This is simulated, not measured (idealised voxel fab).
process module | voxel self aligned contacts
cross-section cut | 250 nm wide | cells 5 nm
A cross-section is a grid of square cells, given in bands from the top down. A band is one or more rows of cells.
Each band's line starts with the height of the band's top and of its bottom, in nm. Then come its materials from left to right, each with its width in nm. One material with "throughout" fills the band from edge to edge. "air" is empty space.
Height 0 is the level under which the wafer as received is all one material. The lowest band goes on downwards, as in "0 down".
A width such as "30 to 40" changes by the same amount from each row of cells to the next, from the band's top row to its bottom row.
"no change" after a step means that no cell of the cross-section changed.
closed voids: empty space of 8 cells or more with no open way to the top, each as width x height at its distance from the left edge, in nm
after a step's settings: what the simulator itself notes on the step
overlay nm, on a step with a mask: how far to the right of its planned place the mask lay; to the left if negative
plan
1 op RECEIVE | material Si
2 op OXIDIZE | depth nm 5
3 op DIRECTIONAL_DEP | material polySi | thk nm 30
4 op DIRECTIONAL_DEP | material SiN | thk nm 20
5 op PATTERN | tone cover | mask id GATE | material resist | width nm 25 | pitch nm 60 | thk nm 15 | overlay nm 0
6 op DIRECTIONAL_ETCH | etch materials SiN | depth nm 20
7 op DIRECTIONAL_ETCH | etch materials polySi | depth nm 30
8 op STRIP | etch materials resist
9 op CONFORMAL_DEP | material SiN | thk nm 10
10 op DIRECTIONAL_ETCH | etch materials SiN | depth nm 10
11 op FILL_DEP | material SiO2 | thk nm 10
12 op CMP | height nm 55
13 op DIRECTIONAL_DEP | material aC | thk nm 15
14 op PATTERN | tone open | mask id CONTACT | material resist | width nm 35 | thk nm 35 | overlay nm 0
15 op DIRECTIONAL_ETCH | etch materials aC | depth nm 15
16 op STRIP | etch materials resist
17 op DIRECTIONAL_ETCH | etch materials SiO2 | depth nm 60
18 op STRIP | etch materials aC
19 op CONFORMAL_DEP | material TiN | thk nm 5
20 op FILL_DEP | material W | thk nm 10
21 op CMP | height nm 55
22 op CONFORMAL_DEP | material SiCN | thk nm 5
varied across the wafers: width nm of step 14. The plan shows the first wafer's value. All wafers start alike
first wafer as received, after step 1
  0 down: Si throughout
  closed voids: none
first wafer at the end, after step 22
  60 to 55: SiCN throughout
  55 to 50: SiO2 105 | TiN 15 | W 5 | TiN 15 | SiO2 110
  50 to 30: SiO2 70 | SiN 45 | TiN 5 | W 5 | TiN 5 | SiN 45 | SiO2 75
  30 to 0: SiO2 70 | SiN 10 | polySi 25 | SiN 10 | TiN 5 | W 5 | TiN 5 | SiN 10 | polySi 25 | SiN 10 | SiO2 75
  0 to -5: SiO2 115 | TiN 15 | SiO2 120
  -5 down: Si throughout
  closed voids: none
last wafer at the end
  60 to 55: SiCN throughout
  55 to 50: SiO2 95 | TiN 25 | W 5 | TiN 30 | SiO2 95
  50 to 30: SiO2 70 | SiN 45 | TiN 5 | W 5 | TiN 5 | SiN 45 | SiO2 75
  30 to 0: SiO2 70 | SiN 10 | polySi 25 | SiN 10 | TiN 5 | W 5 | TiN 5 | SiN 10 | polySi 25 | SiN 10 | SiO2 75
  0 to -5: SiO2 115 | TiN 15 | SiO2 120
  -5 down: Si throughout
  closed voids: none
each wafer at the end: cells of each material gained (+) or lost (-) since it was received, then its closed voids
width nm 35 | -50 Si | +50 SiCN | +120 SiN | +380 SiO2 | +29 TiN | +11 W | +60 polySi | closed voids: none
width nm 40 | -50 Si | +50 SiCN | +120 SiN | +379 SiO2 | +30 TiN | +11 W | +60 polySi | closed voids: none
width nm 45 | -50 Si | +50 SiCN | +120 SiN | +378 SiO2 | +31 TiN | +11 W | +60 polySi | closed voids: none
width nm 50 | -50 Si | +50 SiCN | +120 SiN | +377 SiO2 | +32 TiN | +11 W | +60 polySi | closed voids: none
width nm 55 | -50 Si | +50 SiCN | +120 SiN | +376 SiO2 | +33 TiN | +11 W | +60 polySi | closed voids: none
width nm 60 | -50 Si | +50 SiCN | +120 SiN | +375 SiO2 | +34 TiN | +11 W | +60 polySi | closed voids: none
